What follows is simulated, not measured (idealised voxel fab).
The following is a process module called voxel spacer lines.
Square cells of 5 nm make up the cross-section cut, whose width is 250 nm.
Just so we're on the same page, the cross-sections are grids of square cells, and they're listed out in bands top to bottom, each band one or more rows deep.
Band entry format. Leading values: height of top, height of bottom, nm. Remainder: materials in left-to-right order, each with its width in nm. Special words: "throughout" on a single material, which then fills the band edge to edge; "air", empty space.
For the purposes of this specification, 0 denotes the height below which the wafer in its as-received condition is composed wholly of one material, and the lowermost band, lacking a lower limit, extends downward without end, as expressed in "z 0 and below".
Per-row width for "30 to 40": begins at first number (top row of band), ends at second number (bottom row), increment between rows held constant.
Where the words "nothing was modified" appear for a step, the cross-section shows no cell changed by that step; every cell remained as before.
"Closed void entries" means: voids of 8 cells or more that are shut off from the top with no open way through. Written width x height at distance, distance from the left edge, in nm.
Heads up: the bit after the settings on a step's line is the simulator's remark on that step.
A step line may carry the setting "overlay nm", which, for steps involving a mask, states the distance by which the mask lay to the right of its intended position; negative values denote displacement to the left.

[plan]
1: RECEIVE (material Si)
2: CONFORMAL_DEP (material Al2O3; thk nm 5)
3: DIRECTIONAL_DEP (material SiN; thk nm 15)
4: DIRECTIONAL_DEP (material aC; thk nm 30)
5: PATTERN (tone cover; mask id MANDREL; material resist; width nm 25; pitch nm 70; thk nm 35; overlay nm 0)
6: DIRECTIONAL_ETCH (etch materials aC; depth nm 30)
7: STRIP (etch materials resist)
8: CONFORMAL_DEP (material SiO2; thk nm 10)
9: DIRECTIONAL_ETCH (etch materials SiO2; depth nm 10)
10: STRIP (etch materials aC)
11: DIRECTIONAL_ETCH (etch materials SiN; depth nm 15)
12: STRIP (etch materials SiO2)

[The first wafer of two, processed as planned]

[Cross-section of the wafer as it came to us, i.e., already through step 1]
  z 0 and below = Si throughout
  Closed void entries: none

[Take a look at the wafer's cross-section after step 2]
  z 5 to 0 = Al2O3 throughout
  Everything under 0 stays put, no change at all.

[Take a look at the wafer's cross-section after step 3]
  z 20 to 5 = SiN throughout
  Everything under 5 stays put, no change at all.

[Take a look at the wafer's cross-section after step 4]
  z 50 to 20 = aC throughout
  Everything under 20 stays put, no change at all.

[Take a look at the wafer's cross-section after step 5]
  z 85 to 50 = air: 40 / resist: 25 / air: 45 / resist: 25 / air: 45 / resist: 25 / air: 45
  Everything under 50 stays put, no change at all.

[Take a look at the wafer's cross-section after step 6]
  z 55 to 50 = air: 40 / resist: 25 / air: 45 / resist: 25 / air: 45 / resist: 25 / air: 45
  z 50 to 20 = air: 40 / aC: 25 / air: 45 / aC: 25 / air: 45 / aC: 25 / air: 45
  Everything under 20 stays put, no change at all.

[Take a look at the wafer's cross-section after step 7]
  z 50 to 20 = air: 40 / aC: 25 / air: 45 / aC: 25 / air: 45 / aC: 25 / air: 45
  Everything under 20 stays put, no change at all.

[Take a look at the wafer's cross-section after step 8]
  z 60 to 50 = air: 30 / SiO2: 45 / air: 25 / SiO2: 45 / air: 25 / SiO2: 45 / air: 35
  z 50 to 30 = air: 30 / SiO2: 10 / aC: 25 / SiO2: 10 / air: 25 / SiO2: 10 / aC: 25 / SiO2: 10 / air: 25 / SiO2: 10 / aC: 25 / SiO2: 10 / air: 35
  z 30 to 20 = SiO2: 40 / aC: 25 / SiO2: 45 / aC: 25 / SiO2: 45 / aC: 25 / SiO2: 45
  Everything under 20 stays put, no change at all.

[Take a look at the wafer's cross-section after step 9]
  z 50 to 20 = air: 30 / SiO2: 10 / aC: 25 / SiO2: 10 / air: 25 / SiO2: 10 / aC: 25 / SiO2: 10 / air: 25 / SiO2: 10 / aC: 25 / SiO2: 10 / air: 35
  Everything under 20 stays put, no change at all.

[Take a look at the wafer's cross-section after step 10]
  z 50 to 20 = air: 30 / SiO2: 10 / air: 25 / SiO2: 10 / air: 25 / SiO2: 10 / air: 25 / SiO2: 10 / air: 25 / SiO2: 10 / air: 25 / SiO2: 10 / air: 35
  Everything under 20 stays put, no change at all.

[Take a look at the wafer's cross-section after step 11]
  z 50 to 20 = air: 30 / SiO2: 10 / air: 25 / SiO2: 10 / air: 25 / SiO2: 10 / air: 25 / SiO2: 10 / air: 25 / SiO2: 10 / air: 25 / SiO2: 10 / air: 35
  z 20 to 5 = air: 30 / SiN: 10 / air: 25 / SiN: 10 / air: 25 / SiN: 10 / air: 25 / SiN: 10 / air: 25 / SiN: 10 / air: 25 / SiN: 10 / air: 35
  Everything under 5 stays put, no change at all.

[Take a look at the wafer's cross-section after step 12]
  z 20 to 5 = air: 30 / SiN: 10 / air: 25 / SiN: 10 / air: 25 / SiN: 10 / air: 25 / SiN: 10 / air: 25 / SiN: 10 / air: 25 / SiN: 10 / air: 35
  Everything under 5 stays put, no change at all.

[What follows concerns the second wafer, which started out like the first and was meant to follow the very same plan; one mistake crept in when it was run, but everything up to and including step 4 is the same as for the first wafer]

[Second wafer profile in section, at the moment step 5 of the plan was meant to be complete]
  z 85 to 50 = air: 35 / resist: 35 / air: 35 / resist: 35 / air: 35 / resist: 35 / air: 40
  Everything under 50 stays put, no change at all.

[Second wafer profile in section, at the moment step 6 of the plan was meant to be complete]
  z 55 to 50 = air: 35 / resist: 35 / air: 35 / resist: 35 / air: 35 / resist: 35 / air: 40
  z 50 to 20 = air: 35 / aC: 35 / air: 35 / aC: 35 / air: 35 / aC: 35 / air: 40
  Everything under 20 stays put, no change at all.

[Second wafer profile in section, at the moment step 7 of the plan was meant to be complete]
  z 50 to 20 = air: 35 / aC: 35 / air: 35 / aC: 35 / air: 35 / aC: 35 / air: 40
  Everything under 20 stays put, no change at all.

[Second wafer profile in section, at the moment step 8 of the plan was meant to be complete]
  z 60 to 50 = air: 25 / SiO2: 55 / air: 15 / SiO2: 55 / air: 15 / SiO2: 55 / air: 30
  z 50 to 30 = air: 25 / SiO2: 10 / aC: 35 / SiO2: 10 / air: 15 / SiO2: 10 / aC: 35 / SiO2: 10 / air: 15 / SiO2: 10 / aC: 35 / SiO2: 10 / air: 30
  z 30 to 20 = SiO2: 35 / aC: 35 / SiO2: 35 / aC: 35 / SiO2: 35 / aC: 35 / SiO2: 40
  Everything under 20 stays put, no change at all.

[Second wafer profile in section, at the moment step 9 of the plan was meant to be complete]
  z 50 to 20 = air: 25 / SiO2: 10 / aC: 35 / SiO2: 10 / air: 15 / SiO2: 10 / aC: 35 / SiO2: 10 / air: 15 / SiO2: 10 / aC: 35 / SiO2: 10 / air: 30
  Everything under 20 stays put, no change at all.

[Second wafer profile in section, at the moment step 10 of the plan was meant to be complete]
  z 50 to 20 = air: 25 / SiO2: 10 / air: 35 / SiO2: 10 / air: 15 / SiO2: 10 / air: 35 / SiO2: 10 / air: 15 / SiO2: 10 / air: 35 / SiO2: 10 / air: 30
  Everything under 20 stays put, no change at all.

[Second wafer profile in section, at the moment step 11 of the plan was meant to be complete]
  z 50 to 20 = air: 25 / SiO2: 10 / air: 35 / SiO2: 10 / air: 15 / SiO2: 10 / air: 35 / SiO2: 10 / air: 15 / SiO2: 10 / air: 35 / SiO2: 10 / air: 30
  z 20 to 5 = air: 25 / SiN: 10 / air: 35 / SiN: 10 / air: 15 / SiN: 10 / air: 35 / SiN: 10 / air: 15 / SiN: 10 / air: 35 / SiN: 10 / air: 30
  Everything under 5 stays put, no change at all.

[Second wafer profile in section, at the moment step 12 of the plan was meant to be complete]
  z 20 to 5 = air: 25 / SiN: 10 / air: 35 / SiN: 10 / air: 15 / SiN: 10 / air: 35 / SiN: 10 / air: 15 / SiN: 10 / air: 35 / SiN: 10 / air: 30
  Everything under 5 stays put, no change at all.
What went wrong in running the wafer? rather than as planned, step 5 actually ran as PATTERN (tone cover; mask id MANDREL; material resist; width nm 35; pitch nm 70; thk nm 35; overlay nm 0)
Final wafers compared: equal cell tally per material, rearranged layout.
